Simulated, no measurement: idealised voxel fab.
A process module follows: voxel double patterning.
We display cut, a cross-section 265 nm in width whose square cells are each 5 nm.
Cross-section = grid of square cells, listed top down in bands; band = one or more rows. For a band, the entry starts with two heights in nm, that of the top and then that of the bottom, and carries on with the band's materials in order from left to right, each alongside its width in nm; the word "full width" beside a single material means it fills the band edge to edge, and "air" means empty space. All heights in this document are referenced to 0, defined as the level beneath which the wafer, as received, consists entirely of one material. The lowest band is not bounded below; it extends indefinitely downward and is written in the form "0 -> down". With a width like "30 to 40", each row of cells in the band differs from the next by the same amount, the top row carrying the first number and the bottom row the second. No cell of the cross-section changed in a step that is given as "nothing got changed". The entry "Cavities, sealed" lists the empty spaces that cover at least 8 cells and have no open path to the top. Each is written as width x height at distance, where the distance is measured from the left edge and all three values are in nm. Past the settings on a step's line: simulator remark, on that step. The optional step-line setting "overlay nm" applies to steps with a mask and quantifies how far to the right of its planned location the mask lay, a negative value indicating leftward placement.
So here's the lineup of process steps we planned:
1,RECEIVE [material Si]
2,CONFORMAL_DEP [material SiO2] [thk nm 10]
3,DIRECTIONAL_DEP [material polySi] [thk nm 20]
4,DIRECTIONAL_DEP [material SiCN] [thk nm 5]
5,DIRECTIONAL_DEP [material aC] [thk nm 15]
6,PATTERN [tone open] [mask id FIRST] [material resist] [width nm 15] [pitch nm 50] [thk nm 35] [overlay nm 0]
7,DIRECTIONAL_ETCH [etch materials aC] [depth nm 15]
8,STRIP [etch materials resist]
9,DIRECTIONAL_ETCH [etch materials SiCN] [depth nm 5]
10,STRIP [etch materials aC]
11,PATTERN [tone open] [mask id SECOND] [material resist] [width nm 15] [thk nm 20] [overlay nm 0]
12,DIRECTIONAL_ETCH [etch materials SiCN] [depth nm 5]
13,STRIP [etch materials resist]
14,DIRECTIONAL_ETCH [etch materials polySi] [depth nm 20]
15,STRIP [etch materials SiCN]
Shown in cross-section is the wafer as received, that is, as it stands after step 1:
0 -> down  Si full width
Cavities, sealed: none
Cross-sectional result after module completion. Note: starting condition and plan are unchanged from above; one processing mistake was made:
30 -> 10  polySi: 100, air: 15, polySi: 10, air: 15, polySi: 10, air: 15, polySi: 100
10 -> 0  polySi full width
0 -> down  Si full width
Cavities, sealed: none
Which mistake was made when the wafer was run? step 2 did not use the planned setting and instead ran as CONFORMAL_DEP [material polySi] [thk nm 10]
